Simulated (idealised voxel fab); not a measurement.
Title: Process Module voxel ribs on slabs
Section cut is 215 nm wide and gridded with 5 nm square cells.
In what follows, cross-sections appear as grids of square cells, described through bands that run from the top down, where every band is one or more rows of cells. Top height, bottom height, nm. Materials left to right, width each, nm. Single material + "everywhere" = fills band edge to edge. "air" = empty. A quick word on heights: they are counted from 0, and under that level the wafer as it came to us is one material throughout. The lowest band is different from the rest in having no bottom; it simply continues downward, written as in "0 nm and below". Quick explanation for "30 to 40": the width changes in equal steps down the rows of cells, from the first number in the band's top row to the second number in its bottom row. Reading "no change occurred" for a step: not a cell of the cross-section changed in it. The label "Enclosed void listing" introduces a list of the empty spaces, 8 cells or larger, that have no open way up to the top; each entry in it reads width x height at distance, where the distance is taken from the left edge and all three are stated in nm. Whatever follows a step's settings on its line is a remark the simulator itself makes about that step. A step's line can hold "overlay nm"; with a mask on that step, the setting says how far right of the planned place the mask lay, while a negative setting says it lay to the left.

# The planned process steps are enumerated hereunder
1: RECEIVE: material Si
2: DIRECTIONAL_DEP: material SiO2, thk nm 25
3: DIRECTIONAL_DEP: material SiN, thk nm 15
4: PATTERN: tone cover, mask id RIB, material resist, width nm 25, thk nm 15, overlay nm 0
5: DIRECTIONAL_ETCH: etch materials SiN, depth nm 5
6: STRIP: etch materials resist
7: PATTERN: tone cover, mask id SLAB, material resist, width nm 55, thk nm 15, overlay nm 0
8: DIRECTIONAL_ETCH: etch materials SiN, depth nm 10
9: STRIP: etch materials resist
10: FILL_DEP: material SiO2, thk nm 25
11: CMP: height nm 60
12: DIRECTIONAL_DEP: material TiN, thk nm 10
13: DIRECTIONAL_DEP: material aC, thk nm 15
14: PATTERN: tone cover, mask id HEATER, material resist, width nm 35, thk nm 35, overlay nm 0
15: DIRECTIONAL_ETCH: etch materials aC, depth nm 15
16: STRIP: etch materials resist
17: DIRECTIONAL_ETCH: etch materials TiN, depth nm 10
18: STRIP: etch materials aC
19: CONFORMAL_DEP: material SiO2, thk nm 10

# Cross-section of the incoming wafer, state after step 1
> 0 nm and below | Si everywhere
> Enclosed void listing: none

# Wafer at module end, in section. Began as above, planned as above, run with one mistake
> 80 nm to 70 nm | air 80 nm | SiO2 55 nm | air 80 nm
> 70 nm to 60 nm | SiO2 90 nm | TiN 35 nm | SiO2 90 nm
> 60 nm to 35 nm | SiO2 everywhere
> 35 nm to 25 nm | SiO2 80 nm | SiN 15 nm | SiO2 25 nm | SiN 15 nm | SiO2 80 nm
> 25 nm to 0 nm | SiO2 everywhere
> 0 nm and below | Si everywhere
> Enclosed void listing: none
The mistake made against the process plan was this: order of steps 3 and 4 inverted relative to the plan
